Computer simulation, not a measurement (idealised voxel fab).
process module | voxel capacitor over wiring
cross-section cut | 285 nm wide | cells 5 nm
A cross-section is a grid of square cells, given in bands from the top down. A band is one or more rows of cells.
Each band's line starts with the height of the band's top and of its bottom, in nm. Then come its materials from left to right, each with its width in nm. One material with "throughout" fills the band from edge to edge. "air" is empty space.
Height 0 is the level under which the wafer as received is all one material. The lowest band goes on downwards, as in "0 down".
A width such as "30 to 40" changes by the same amount from each row of cells to the next, from the band's top row to its bottom row.
"no change" after a step means that no cell of the cross-section changed.
closed voids: empty space of 8 cells or more with no open way to the top, each as width x height at its distance from the left edge, in nm
after a step's settings: what the simulator itself notes on the step
overlay nm, on a step with a mask: how far to the right of its planned place the mask lay; to the left if negative
plan
1 op RECEIVE | material Si
2 op CONFORMAL_DEP | material SiO2 | thk nm 15
3 op CONFORMAL_DEP | material SiCN | thk nm 5
4 op DIRECTIONAL_DEP | material SiO2 | thk nm 20
5 op DIRECTIONAL_DEP | material aC | thk nm 10
6 op PATTERN | tone open | mask id METAL_1 | material resist | width nm 20 | pitch nm 75 | thk nm 30 | overlay nm 0
7 op DIRECTIONAL_ETCH | etch materials aC | depth nm 10
8 op STRIP | etch materials resist
9 op DIRECTIONAL_ETCH | etch materials SiO2 | depth nm 20
10 op DIRECTIONAL_ETCH | etch materials SiCN | depth nm 5
11 op STRIP | etch materials aC
12 op CONFORMAL_DEP | material TiN | thk nm 5
13 op FILL_DEP | material Cu | thk nm 10
14 op CMP | height nm 40
15 op EPI | material Ru | thk nm 5
16 op FILL_DEP | material SiCN | thk nm 5
17 op DIRECTIONAL_DEP | material lowk | thk nm 10
18 op PATTERN | tone open | mask id PLUG_1 | material resist | width nm 15 | thk nm 15 | overlay nm 0
19 op DIRECTIONAL_ETCH | etch materials lowk | depth nm 10
20 op DIRECTIONAL_ETCH | etch materials SiCN | depth nm 5
21 op STRIP | etch materials resist
22 op CONFORMAL_DEP | material TiN | thk nm 5
23 op FILL_DEP | material W | thk nm 5
24 op CMP | height nm 60
25 op DIRECTIONAL_DEP | material TiN | thk nm 5
26 op DIRECTIONAL_DEP | material HfO2 | thk nm 5
27 op DIRECTIONAL_DEP | material TiN | thk nm 5
28 op PATTERN | tone cover | mask id UPPER_PLATE | material resist | width nm 60 | thk nm 15 | overlay nm 0
29 op DIRECTIONAL_ETCH | etch materials TiN | depth nm 5
30 op DIRECTIONAL_ETCH | etch materials HfO2 | depth nm 5
31 op STRIP | etch materials resist
32 op MASKED_ETCH | tone cover | mask id LOWER_PLATE | width nm 70 | etch materials TiN | depth nm 5 | overlay nm -15
33 op FILL_DEP | material SiO2 | thk nm 20
34 op CMP | height nm 90
35 op DIRECTIONAL_DEP | material aC | thk nm 10
36 op PATTERN | tone open | mask id PLUG_2 | material resist | width nm 15 | thk nm 30 | overlay nm 0
37 op DIRECTIONAL_ETCH | etch materials aC | depth nm 10
38 op STRIP | etch materials resist
39 op DIRECTIONAL_ETCH | etch materials SiO2 | depth nm 15
40 op STRIP | etch materials aC
41 op CONFORMAL_DEP | material TiN | thk nm 5
42 op FILL_DEP | material W | thk nm 5
43 op CMP | height nm 90
44 op CONFORMAL_DEP | material SiN | thk nm 5
varied across the wafers: overlay nm of step 32. The plan shows the first wafer's value. All wafers start alike
first wafer as received, after step 1
  0 down: Si throughout
  closed voids: none
first wafer at the end, after step 44
  95 to 90: SiN throughout
  90 to 80: SiO2 110 | TiN 5 | W 5 | TiN 5 | SiO2 160
  80 to 70: SiO2 110 to 100 | TiN 15 to 50 | SiO2 160 to 135
  70 to 65: SiO2 100 | HfO2 60 | SiO2 125
  65 to 60: SiO2 80 | TiN 80 | SiO2 125
  60 to 50: lowk 100 | TiN 5 | W 5 | TiN 5 | lowk 170
  50 to 45: SiCN 100 | TiN 15 | SiCN 170
  45 to 40: SiCN 90 | Ru 30 | SiCN 45 | Ru 30 | SiCN 90
  40 to 20: SiO2 95 | TiN 5 | Cu 10 | TiN 5 | SiO2 55 | TiN 5 | Cu 10 | TiN 5 | SiO2 95
  20 to 15: SiCN 95 | TiN 20 | SiCN 55 | TiN 20 | SiCN 95
  15 to 0: SiO2 throughout
  0 down: Si throughout
  closed voids: none
last wafer at the end
  95 to 90: SiN throughout
  90 to 80: SiO2 110 | TiN 5 | W 5 | TiN 5 | SiO2 160
  80 to 70: SiO2 110 | TiN 15 to 50 | SiO2 160 to 125
  70 to 65: SiO2 100 | HfO2 60 | SiO2 125
  65 to 60: SiO2 100 | TiN 80 | SiO2 105
  60 to 50: lowk 100 | TiN 5 | W 5 | TiN 5 | lowk 170
  50 to 45: SiCN 100 | TiN 15 | SiCN 170
  45 to 40: SiCN 90 | Ru 30 | SiCN 45 | Ru 30 | SiCN 90
  40 to 20: SiO2 95 | TiN 5 | Cu 10 | TiN 5 | SiO2 55 | TiN 5 | Cu 10 | TiN 5 | SiO2 95
  20 to 15: SiCN 95 | TiN 20 | SiCN 55 | TiN 20 | SiCN 95
  15 to 0: SiO2 throughout
  0 down: Si throughout
  closed voids: none
each wafer at the end: cells of each material gained (+) or lost (-) since it was received, then its closed voids
overlay nm -15 | +16 Cu | +12 HfO2 | +12 Ru | +148 SiCN | +57 SiN | +662 SiO2 | +64 TiN | +4 W | +108 lowk | closed voids: none
overlay nm -10 | +16 Cu | +12 HfO2 | +12 Ru | +148 SiCN | +57 SiN | +662 SiO2 | +64 TiN | +4 W | +108 lowk | closed voids: none
overlay nm -5 | +16 Cu | +12 HfO2 | +12 Ru | +148 SiCN | +57 SiN | +662 SiO2 | +64 TiN | +4 W | +108 lowk | closed voids: none
overlay nm 0 | +16 Cu | +12 HfO2 | +12 Ru | +148 SiCN | +57 SiN | +662 SiO2 | +64 TiN | +4 W | +108 lowk | closed voids: none
overlay nm 5 | +16 Cu | +12 HfO2 | +12 Ru | +148 SiCN | +57 SiN | +662 SiO2 | +64 TiN | +4 W | +108 lowk | closed voids: none
overlay nm 10 | +16 Cu | +12 HfO2 | +12 Ru | +148 SiCN | +57 SiN | +662 SiO2 | +64 TiN | +4 W | +108 lowk | closed voids: none
overlay nm 15 | +16 Cu | +12 HfO2 | +12 Ru | +148 SiCN | +57 SiN | +662 SiO2 | +64 TiN | +4 W | +108 lowk | closed voids: none
